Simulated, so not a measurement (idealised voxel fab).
The document below concerns the process module designated voxel ribs on slabs.
140 nm wide, 5 nm square cells: that's cross-section cut.
For the purposes of this document, a cross-section shall be understood as a grid of square cells, specified as bands listed in top-to-bottom order, each band consisting of one or more rows of cells. A band entry consists of two parts. The first gives the height of the band's top and the height of its bottom, in nm. The rest lists the band's materials from left to right, each with its width in nm. A single material labelled with the word "throughout" fills the band from edge to edge, and the word "air" marks empty space. Ref level 0: as-received wafer is one material below here. Bottom band extends down with no lower bound ("from 0 down"). A width such as "30->40" changes by the same amount from each row of cells to the next, from the band's top row to its bottom row. Given "same as before" for a step, no cell of the cross-section differs between before and after that step. Heads up: "Unvented cavities" only lists the empty pockets with no open path to the top that are 8 cells or more, and it writes them as width x height at distance, distance from the left edge, in nm. after a step's settings: what the simulator itself notes on the step. overlay nm: on a step with a mask, how far right of its planned place the mask lay; negative means left.

-- Process steps (planned)
1,RECEIVE with material Si
2,DIRECTIONAL_DEP with material SiO2, thk nm 20
3,DIRECTIONAL_DEP with material polySi, thk nm 25
4,PATTERN with tone cover, mask id RIB, material resist, width nm 30, thk nm 15, overlay nm 0
5,DIRECTIONAL_ETCH with etch materials polySi, depth nm 10
6,STRIP with etch materials resist
7,DIRECTIONAL_DEP with material aC, thk nm 15
8,PATTERN with tone cover, mask id SLAB, material resist, width nm 90, thk nm 30, overlay nm 0
9,DIRECTIONAL_ETCH with etch materials aC, depth nm 15
10,STRIP with etch materials resist
11,DIRECTIONAL_ETCH with etch materials polySi, depth nm 15
12,STRIP with etch materials aC
13,FILL_DEP with material SiO2, thk nm 25
14,CMP with height nm 60
15,DIRECTIONAL_DEP with material W, thk nm 10
16,MASKED_ETCH with tone cover, mask id HEATER, width nm 40, etch materials W, depth nm 10, overlay nm 0
17,CONFORMAL_DEP with material SiN, thk nm 10

-- So this is the incoming wafer in cross-section - it's already been through step 1
  from 0 down  Si throughout
  Unvented cavities: none

-- The first of two wafers, cross-sectioned at the end of the module, with the run proceeding as planned
  from 80 to 70  air (40), then SiN (60), then air (40)
  from 70 to 60  SiN (50), then W (40), then SiN (50)
  from 60 to 45  SiO2 throughout
  from 45 to 35  SiO2 (55), then polySi (30), then SiO2 (55)
  from 35 to 20  SiO2 (25), then polySi (90), then SiO2 (25)
  from 20 to 0  SiO2 throughout
  from 0 down  Si throughout
  Unvented cavities: none

-- Second wafer through the module, sectioned at the end: same beginning and same plan as the first wafer, with one mistake in carrying it out
  from 80 to 70  air (40), then SiN (60), then air (40)
  from 70 to 60  SiN (50), then W (40), then SiN (50)
  from 60 to 45  W throughout
  from 45 to 35  W (55), then polySi (30), then W (55)
  from 35 to 20  W (25), then polySi (90), then W (25)
  from 20 to 0  SiO2 throughout
  from 0 down  Si throughout
  Unvented cavities: none
Deviation from plan: the process deviated at step 13: the operation and settings actually run there were FILL_DEP with material W, thk nm 25
Count the cells at the end and the second wafer has more or fewer of some materials than the first: SiO2: 158 fewer | W: 158 more
